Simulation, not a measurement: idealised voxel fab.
Process module under the name voxel fin reveal
In the cross-section labelled cut, the width is 275 nm and each square cell is 5 nm.
A cross-section is written here as square cells arranged in a grid, and it is given in bands from the top down, each band taking up one or more rows of cells.
Quick guide to a band line: top height, bottom height (nm) up front; then every material left to right with its width in nm. Only one material and it's marked "all across"? Then it fills the band edge to edge. And "empty" just means empty space.
Height is counted from the level 0, under which the received wafer is composed throughout of one material. The lowest of the bands is not closed at the bottom but continues downward, in the notation "0 down".
Top row gets the first number, bottom row gets the second, and each row in between changes by the same step: that is how a band width like "30 to 40" works.
Where a step carries "no modifications", the cross-section came out of it unchanged, cell for cell.
Look at "Voids lacking openings" for the closed voids: empty spaces with no open path to the top, sized 8 cells or up. Each is width x height at distance, distance from the left edge, all nm.
That trailing text on a step's line, after the settings, is the simulator's own remark on the step.
The optional step-line setting "overlay nm" applies to steps with a mask and quantifies how far to the right of its planned location the mask lay, a negative value indicating leftward placement.

**Planned process steps**
1: RECEIVE, material Si
2: CONFORMAL_DEP, material SiN, thk nm 5
3: MASKED_ETCH, tone cover, mask id FINS, width nm 15, pitch nm 40, etch materials SiN, depth nm 5, overlay nm 0
4: MASKED_ETCH, tone cover, mask id FINS, width nm 15, pitch nm 40, etch materials Si, depth nm 30, overlay nm 0
5: OXIDIZE, depth nm 5
6: FILL_DEP, material SiO2, thk nm 15
7: CMP, height nm 5
8: SELECTIVE_ETCH, etch materials SiO2, depth nm 15
9: STRIP, etch materials SiN
10: CONFORMAL_DEP, material SiO2, thk nm 5

**First of two wafers - as planned**

**Cross-section of the incoming wafer, state after step 1**
    0 down = Si all across
    Voids lacking openings: none

**The wafer in cross-section once step 2 is complete**
    5 to 0 = SiN all across
    Below 0 it's all the same as before, nothing changed down there.

**The wafer in cross-section once step 3 is complete**
    5 to 0 = empty=110, then SiN=15, then empty=25, then SiN=15, then empty=110
    Below 0 it's all the same as before, nothing changed down there.

**The wafer in cross-section once step 4 is complete**
    5 to 0 = empty=110, then SiN=15, then empty=25, then SiN=15, then empty=110
    0 to -30 = empty=110, then Si=15, then empty=25, then Si=15, then empty=110
    Below -30 it's all the same as before, nothing changed down there.

**The wafer in cross-section once step 5 is complete**
    5 to 0 = empty=110, then SiN=15, then empty=25, then SiN=15, then empty=110
    0 to -30 = empty=110, then SiO2=5, then Si=5, then SiO2=5, then empty=25, then SiO2=5, then Si=5, then SiO2=5, then empty=110
    -30 to -35 = SiO2=115, then Si=5, then SiO2=35, then Si=5, then SiO2=115
    Below -35 it's all the same as before, nothing changed down there.

**The wafer in cross-section once step 6 is complete**
    20 to 5 = SiO2 all across
    5 to 0 = SiO2=110, then SiN=15, then SiO2=25, then SiN=15, then SiO2=110
    0 to -35 = SiO2=115, then Si=5, then SiO2=35, then Si=5, then SiO2=115
    Below -35 it's all the same as before, nothing changed down there.

**The wafer in cross-section once step 7 is complete**
    5 to 0 = SiO2=110, then SiN=15, then SiO2=25, then SiN=15, then SiO2=110
    Below 0 it's all the same as before, nothing changed down there.

**The wafer in cross-section once step 8 is complete**
    5 to 0 = empty=110, then SiN=15, then empty=25, then SiN=15, then empty=110
    0 to -10 = empty=115, then Si=5, then empty=35, then Si=5, then empty=115
    Below -10 it's all the same as before, nothing changed down there.

**The wafer in cross-section once step 9 is complete**
    0 to -10 = empty=115, then Si=5, then empty=35, then Si=5, then empty=115
    Below -10 it's all the same as before, nothing changed down there.

**The wafer in cross-section once step 10 is complete**
    5 to 0 = empty=110, then SiO2=15, then empty=25, then SiO2=15, then empty=110
    0 to -5 = empty=110, then SiO2=5, then Si=5, then SiO2=5, then empty=25, then SiO2=5, then Si=5, then SiO2=5, then empty=110
    -5 to -35 = SiO2=115, then Si=5, then SiO2=35, then Si=5, then SiO2=115
    Below -35 it's all the same as before, nothing changed down there.

**The second wafer began exactly as the first did and followed the same plan, but one mistake was made while running it; through step 3 inclusive, the two wafers are identical**

**Cross-section of the second wafer at the time by which step 4 should have been completed according to the plan**
    5 to 0 = empty=110, then SiN=15, then empty=25, then SiN=15, then empty=110
    0 to -30 = empty=100, then Si=25, then empty=15, then Si=25, then empty=110
    Below -30 it's all the same as before, nothing changed down there.

**Cross-section of the second wafer at the time by which step 5 should have been completed according to the plan**
    5 to 0 = empty=110, then SiN=15, then empty=25, then SiN=15, then empty=110
    0 to -5 = empty=100, then SiO2=15, then Si=5, then SiO2=5, then empty=15, then SiO2=15, then Si=5, then SiO2=5, then empty=110
    -5 to -30 = empty=100, then SiO2=5, then Si=15, then SiO2=5, then empty=15, then SiO2=5, then Si=15, then SiO2=5, then empty=110
    -30 to -35 = SiO2=105, then Si=15, then SiO2=25, then Si=15, then SiO2=115
    Below -35 it's all the same as before, nothing changed down there.

**Cross-section of the second wafer at the time by which step 6 should have been completed according to the plan**
    20 to 5 = SiO2 all across
    5 to 0 = SiO2=110, then SiN=15, then SiO2=25, then SiN=15, then SiO2=110
    0 to -5 = SiO2=115, then Si=5, then SiO2=35, then Si=5, then SiO2=115
    -5 to -35 = SiO2=105, then Si=15, then SiO2=25, then Si=15, then SiO2=115
    Below -35 it's all the same as before, nothing changed down there.

**Cross-section of the second wafer at the time by which step 7 should have been completed according to the plan**
    5 to 0 = SiO2=110, then SiN=15, then SiO2=25, then SiN=15, then SiO2=110
    Below 0 it's all the same as before, nothing changed down there.

**Cross-section of the second wafer at the time by which step 8 should have been completed according to the plan**
    5 to 0 = empty=110, then SiN=15, then empty=25, then SiN=15, then empty=110
    0 to -10 = empty=115 to 105, then Si=5 to 15, then empty=35 to 25, then Si=5 to 15, then empty=115
    Below -10 it's all the same as before, nothing changed down there.

**Cross-section of the second wafer at the time by which step 9 should have been completed according to the plan**
    0 to -10 = empty=115 to 105, then Si=5 to 15, then empty=35 to 25, then Si=5 to 15, then empty=115
    Below -10 it's all the same as before, nothing changed down there.

**Cross-section of the second wafer at the time by which step 10 should have been completed according to the plan**
    5 to 0 = empty=110, then SiO2=15, then empty=25, then SiO2=15, then empty=110
    0 to -5 = empty=100, then SiO2=15, then Si=5, then SiO2=5, then empty=15, then SiO2=15, then Si=5, then SiO2=5, then empty=110
    -5 to -35 = SiO2=105, then Si=15, then SiO2=25, then Si=15, then SiO2=115
    Below -35 it's all the same as before, nothing changed down there.
Deviation from plan: not per plan at step 4, really ran MASKED_ETCH, tone cover, mask id FINS, width nm 15, pitch nm 40, etch materials Si, depth nm 30, overlay nm -10
Wrapping up, a cell-based count of both wafers puts the second over or under the first for these materials: Si: 24 more | SiO2: 20 fewer
